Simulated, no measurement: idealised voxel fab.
Documented hereafter: the process module known as voxel self aligned contacts.
FYI the section here is cut, 285 nm wide, cells are 5 nm squares.
Format of a cross-section: grid, square cells. Given as bands. Order: top down. Band: one or more rows of cells. Look at the band entry: it leads with the top's height and the bottom's height in nm. Then it lists the materials left to right, with a width in nm for each. The word "all across" on a single material says that material fills the band edge to edge. The word "air" is empty space. For the purposes of this specification, 0 denotes the height below which the wafer in its as-received condition is composed wholly of one material, and the lowermost band, lacking a lower limit, extends downward without end, as expressed in "0 -> down". A width such as "30->40" changes by the same amount from each row of cells to the next, from the band's top row to its bottom row. Take "same as before" at face value: in the step it is given for, the cross-section changed in none of its cells. "Enclosed voids" specifies each empty space that is not open to the top and that occupies no fewer than 8 cells, using the form width x height at distance, the distance measured from the left edge and all three quantities in nm. On a step's line, text after the settings is the simulator commenting on that step. overlay nm: for a step with a mask, the amount by which the mask lay right of where it was planned; a negative amount means left of it.

The planned process steps are enumerated hereunder:
1: RECEIVE | material Si
2: OXIDIZE | depth nm 5
3: DIRECTIONAL_DEP | material polySi | thk nm 20
4: DIRECTIONAL_DEP | material SiN | thk nm 20
5: DIRECTIONAL_DEP | material aC | thk nm 10
6: PATTERN | tone cover | mask id GATE | material resist | width nm 25 | pitch nm 55 | thk nm 30 | overlay nm 0
7: DIRECTIONAL_ETCH | etch materials aC | depth nm 10
8: STRIP | etch materials resist
9: DIRECTIONAL_ETCH | etch materials SiN | depth nm 20
10: DIRECTIONAL_ETCH | etch materials polySi | depth nm 20
11: STRIP | etch materials aC
12: CONFORMAL_DEP | material SiN | thk nm 5
13: DIRECTIONAL_ETCH | etch materials SiN | depth nm 5
14: FILL_DEP | material SiO2 | thk nm 10
15: CMP | height nm 45
16: PATTERN | tone open | mask id CONTACT | material resist | width nm 40 | pitch nm 55 | thk nm 15 | overlay nm 0
17: DIRECTIONAL_ETCH | etch materials SiO2 | depth nm 50
18: STRIP | etch materials resist
19: CONFORMAL_DEP | material TiN | thk nm 5
20: FILL_DEP | material W | thk nm 5
21: CMP | height nm 45
22: CONFORMAL_DEP | material SiCN | thk nm 5

Below: the first of two wafers, run as planned:

Incoming wafer, cross-sectional view, post step 1:
    0 -> down | Si all across
    Enclosed voids: none

So this is the wafer cross-section right after step 2:
    0 -> -5 | SiO2 all across
    Everything under -5 stays put, no change at all.

So this is the wafer cross-section right after step 3:
    20 -> 0 | polySi all across
    Everything under 0 stays put, no change at all.

So this is the wafer cross-section right after step 4:
    40 -> 20 | SiN all across
    Everything under 20 stays put, no change at all.

So this is the wafer cross-section right after step 5:
    50 -> 40 | aC all across
    Everything under 40 stays put, no change at all.

So this is the wafer cross-section right after step 6:
    80 -> 50 | 75 of air / 25 of resist / 30 of air / 25 of resist / 30 of air / 25 of resist / 75 of air
    Everything under 50 stays put, no change at all.

So this is the wafer cross-section right after step 7:
    70 -> 50 | 75 of air / 25 of resist / 30 of air / 25 of resist / 30 of air / 25 of resist / 75 of air
    50 -> 40 | 75 of air / 25 of aC / 30 of air / 25 of aC / 30 of air / 25 of aC / 75 of air
    Everything under 40 stays put, no change at all.

So this is the wafer cross-section right after step 8:
    50 -> 40 | 75 of air / 25 of aC / 30 of air / 25 of aC / 30 of air / 25 of aC / 75 of air
    Everything under 40 stays put, no change at all.

So this is the wafer cross-section right after step 9:
    50 -> 40 | 75 of air / 25 of aC / 30 of air / 25 of aC / 30 of air / 25 of aC / 75 of air
    40 -> 20 | 75 of air / 25 of SiN / 30 of air / 25 of SiN / 30 of air / 25 of SiN / 75 of air
    Everything under 20 stays put, no change at all.

So this is the wafer cross-section right after step 10:
    50 -> 40 | 75 of air / 25 of aC / 30 of air / 25 of aC / 30 of air / 25 of aC / 75 of air
    40 -> 20 | 75 of air / 25 of SiN / 30 of air / 25 of SiN / 30 of air / 25 of SiN / 75 of air
    20 -> 0 | 75 of air / 25 of polySi / 30 of air / 25 of polySi / 30 of air / 25 of polySi / 75 of air
    Everything under 0 stays put, no change at all.

So this is the wafer cross-section right after step 11:
    40 -> 20 | 75 of air / 25 of SiN / 30 of air / 25 of SiN / 30 of air / 25 of SiN / 75 of air
    Everything under 20 stays put, no change at all.

So this is the wafer cross-section right after step 12:
    45 -> 20 | 70 of air / 35 of SiN / 20 of air / 35 of SiN / 20 of air / 35 of SiN / 70 of air
    20 -> 5 | 70 of air / 5 of SiN / 25 of polySi / 5 of SiN / 20 of air / 5 of SiN / 25 of polySi / 5 of SiN / 20 of air / 5 of SiN / 25 of polySi / 5 of SiN / 70 of air
    5 -> 0 | 75 of SiN / 25 of polySi / 30 of SiN / 25 of polySi / 30 of SiN / 25 of polySi / 75 of SiN
    Everything under 0 stays put, no change at all.

So this is the wafer cross-section right after step 13:
    40 -> 20 | 70 of air / 35 of SiN / 20 of air / 35 of SiN / 20 of air / 35 of SiN / 70 of air
    20 -> 0 | 70 of air / 5 of SiN / 25 of polySi / 5 of SiN / 20 of air / 5 of SiN / 25 of polySi / 5 of SiN / 20 of air / 5 of SiN / 25 of polySi / 5 of SiN / 70 of air
    Everything under 0 stays put, no change at all.

So this is the wafer cross-section right after step 14:
    50 -> 40 | SiO2 all across
    40 -> 20 | 70 of SiO2 / 35 of SiN / 20 of SiO2 / 35 of SiN / 20 of SiO2 / 35 of SiN / 70 of SiO2
    20 -> 0 | 70 of SiO2 / 5 of SiN / 25 of polySi / 5 of SiN / 20 of SiO2 / 5 of SiN / 25 of polySi / 5 of SiN / 20 of SiO2 / 5 of SiN / 25 of polySi / 5 of SiN / 70 of SiO2
    Everything under 0 stays put, no change at all.

So this is the wafer cross-section right after step 15:
    45 -> 40 | SiO2 all across
    Everything under 40 stays put, no change at all.

So this is the wafer cross-section right after step 16:
    60 -> 45 | 95 of resist / 40 of air / 15 of resist / 40 of air / 95 of resist
    Everything under 45 stays put, no change at all.

So this is the wafer cross-section right after step 17:
    60 -> 45 | 95 of resist / 40 of air / 15 of resist / 40 of air / 95 of resist
    45 -> 40 | 95 of SiO2 / 40 of air / 15 of SiO2 / 40 of air / 95 of SiO2
    40 -> 20 | 70 of SiO2 / 35 of SiN / 20 of air / 35 of SiN / 20 of air / 35 of SiN / 70 of SiO2
    20 -> 0 | 70 of SiO2 / 5 of SiN / 25 of polySi / 5 of SiN / 20 of air / 5 of SiN / 25 of polySi / 5 of SiN / 20 of air / 5 of SiN / 25 of polySi / 5 of SiN / 70 of SiO2
    0 -> -5 | 105 of SiO2 / 20 of air / 35 of SiO2 / 20 of air / 105 of SiO2
    Everything under -5 stays put, no change at all.

So this is the wafer cross-section right after step 18:
    45 -> 40 | 95 of SiO2 / 40 of air / 15 of SiO2 / 40 of air / 95 of SiO2
    Everything under 40 stays put, no change at all.

So this is the wafer cross-section right after step 19:
    50 -> 45 | 100 of TiN / 30 of air / 25 of TiN / 30 of air / 100 of TiN
    45 -> 40 | 95 of SiO2 / 15 of TiN / 10 of air / 15 of TiN / 15 of SiO2 / 15 of TiN / 10 of air / 15 of TiN / 95 of SiO2
    40 -> 20 | 70 of SiO2 / 35 of SiN / 5 of TiN / 10 of air / 5 of TiN / 35 of SiN / 5 of TiN / 10 of air / 5 of TiN / 35 of SiN / 70 of SiO2
    20 -> 0 | 70 of SiO2 / 5 of SiN / 25 of polySi / 5 of SiN / 5 of TiN / 10 of air / 5 of TiN / 5 of SiN / 25 of polySi / 5 of SiN / 5 of TiN / 10 of air / 5 of TiN / 5 of SiN / 25 of polySi / 5 of SiN / 70 of SiO2
    0 -> -5 | 105 of SiO2 / 20 of TiN / 35 of SiO2 / 20 of TiN / 105 of SiO2
    Everything under -5 stays put, no change at all.

So this is the wafer cross-section right after step 20:
    55 -> 50 | W all across
    50 -> 45 | 100 of TiN / 30 of W / 25 of TiN / 30 of W / 100 of TiN
    45 -> 40 | 95 of SiO2 / 15 of TiN / 10 of W / 15 of TiN / 15 of SiO2 / 15 of TiN / 10 of W / 15 of TiN / 95 of SiO2
    40 -> 20 | 70 of SiO2 / 35 of SiN / 5 of TiN / 10 of W / 5 of TiN / 35 of SiN / 5 of TiN / 10 of W / 5 of TiN / 35 of SiN / 70 of SiO2
    20 -> 0 | 70 of SiO2 / 5 of SiN / 25 of polySi / 5 of SiN / 5 of TiN / 10 of W / 5 of TiN / 5 of SiN / 25 of polySi / 5 of SiN / 5 of TiN / 10 of W / 5 of TiN / 5 of SiN / 25 of polySi / 5 of SiN / 70 of SiO2
    Everything under 0 stays put, no change at all.

So this is the wafer cross-section right after step 21:
    45 -> 40 | 95 of SiO2 / 15 of TiN / 10 of W / 15 of TiN / 15 of SiO2 / 15 of TiN / 10 of W / 15 of TiN / 95 of SiO2
    Everything under 40 stays put, no change at all.

So this is the wafer cross-section right after step 22:
    50 -> 45 | SiCN all across
    Everything under 45 stays put, no change at all.

Wafer two: like wafer one in start and plan, but with one mistake in execution; identical up to and including step 5:

Second wafer, sectioned view, at step 6's planned end time:
    80 -> 50 | 75 of resist / 25 of air / 30 of resist / 25 of air / 30 of resist / 25 of air / 75 of resist
    Everything under 50 stays put, no change at all.

Second wafer, sectioned view, at step 7's planned end time:
    70 -> 50 | 75 of resist / 25 of air / 30 of resist / 25 of air / 30 of resist / 25 of air / 75 of resist
    50 -> 40 | 75 of aC / 25 of air / 30 of aC / 25 of air / 30 of aC / 25 of air / 75 of aC
    Everything under 40 stays put, no change at all.

Second wafer, sectioned view, at step 8's planned end time:
    50 -> 40 | 75 of aC / 25 of air / 30 of aC / 25 of air / 30 of aC / 25 of air / 75 of aC
    Everything under 40 stays put, no change at all.

Second wafer, sectioned view, at step 9's planned end time:
    50 -> 40 | 75 of aC / 25 of air / 30 of aC / 25 of air / 30 of aC / 25 of air / 75 of aC
    40 -> 20 | 75 of SiN / 25 of air / 30 of SiN / 25 of air / 30 of SiN / 25 of air / 75 of SiN
    Everything under 20 stays put, no change at all.

Second wafer, sectioned view, at step 10's planned end time:
    50 -> 40 | 75 of aC / 25 of air / 30 of aC / 25 of air / 30 of aC / 25 of air / 75 of aC
    40 -> 20 | 75 of SiN / 25 of air / 30 of SiN / 25 of air / 30 of SiN / 25 of air / 75 of SiN
    20 -> 0 | 75 of polySi / 25 of air / 30 of polySi / 25 of air / 30 of polySi / 25 of air / 75 of polySi
    Everything under 0 stays put, no change at all.

Second wafer, sectioned view, at step 11's planned end time:
    40 -> 20 | 75 of SiN / 25 of air / 30 of SiN / 25 of air / 30 of SiN / 25 of air / 75 of SiN
    Everything under 20 stays put, no change at all.

Second wafer, sectioned view, at step 12's planned end time:
    45 -> 20 | 80 of SiN / 15 of air / 40 of SiN / 15 of air / 40 of SiN / 15 of air / 80 of SiN
    20 -> 5 | 75 of polySi / 5 of SiN / 15 of air / 5 of SiN / 30 of polySi / 5 of SiN / 15 of air / 5 of SiN / 30 of polySi / 5 of SiN / 15 of air / 5 of SiN / 75 of polySi
    5 -> 0 | 75 of polySi / 25 of SiN / 30 of polySi / 25 of SiN / 30 of polySi / 25 of SiN / 75 of polySi
    Everything under 0 stays put, no change at all.

Second wafer, sectioned view, at step 13's planned end time:
    40 -> 20 | 80 of SiN / 15 of air / 40 of SiN / 15 of air / 40 of SiN / 15 of air / 80 of SiN
    20 -> 0 | 75 of polySi / 5 of SiN / 15 of air / 5 of SiN / 30 of polySi / 5 of SiN / 15 of air / 5 of SiN / 30 of polySi / 5 of SiN / 15 of air / 5 of SiN / 75 of polySi
    Everything under 0 stays put, no change at all.

Second wafer, sectioned view, at step 14's planned end time:
    50 -> 40 | SiO2 all across
    40 -> 20 | 80 of SiN / 15 of SiO2 / 40 of SiN / 15 of SiO2 / 40 of SiN / 15 of SiO2 / 80 of SiN
    20 -> 0 | 75 of polySi / 5 of SiN / 15 of SiO2 / 5 of SiN / 30 of polySi / 5 of SiN / 15 of SiO2 / 5 of SiN / 30 of polySi / 5 of SiN / 15 of SiO2 / 5 of SiN / 75 of polySi
    Everything under 0 stays put, no change at all.

Second wafer, sectioned view, at step 15's planned end time:
    45 -> 40 | SiO2 all across
    Everything under 40 stays put, no change at all.

Second wafer, sectioned view, at step 16's planned end time:
    60 -> 45 | 95 of resist / 40 of air / 15 of resist / 40 of air / 95 of resist
    Everything under 45 stays put, no change at all.

Second wafer, sectioned view, at step 17's planned end time:
    60 -> 45 | 95 of resist / 40 of air / 15 of resist / 40 of air / 95 of resist
    45 -> 40 | 95 of SiO2 / 40 of air / 15 of SiO2 / 40 of air / 95 of SiO2
    Everything under 40 stays put, no change at all.

Second wafer, sectioned view, at step 18's planned end time:
    45 -> 40 | 95 of SiO2 / 40 of air / 15 of SiO2 / 40 of air / 95 of SiO2
    Everything under 40 stays put, no change at all.

Second wafer, sectioned view, at step 19's planned end time:
    50 -> 45 | 100 of TiN / 30 of air / 25 of TiN / 30 of air / 100 of TiN
    45 -> 40 | 95 of SiO2 / 40 of TiN / 15 of SiO2 / 40 of TiN / 95 of SiO2
    Everything under 40 stays put, no change at all.

Second wafer, sectioned view, at step 20's planned end time:
    55 -> 50 | W all across
    50 -> 45 | 100 of TiN / 30 of W / 25 of TiN / 30 of W / 100 of TiN
    Everything under 45 stays put, no change at all.

Second wafer, sectioned view, at step 21's planned end time:
    45 -> 40 | 95 of SiO2 / 40 of TiN / 15 of SiO2 / 40 of TiN / 95 of SiO2
    Everything under 40 stays put, no change at all.

Second wafer, sectioned view, at step 22's planned end time:
    50 -> 45 | SiCN all across
    Everything under 45 stays put, no change at all.
Plan not followed: heads up, step 6 didn't go per plan, it actually ran as PATTERN | tone open | mask id GATE | material resist | width nm 25 | pitch nm 55 | thk nm 30 | overlay nm 0
Heads up, by the end the second wafer has more or fewer cells of some materials compared to the first: SiN +108, SiO2 -144, TiN -36, W -36, polySi +108
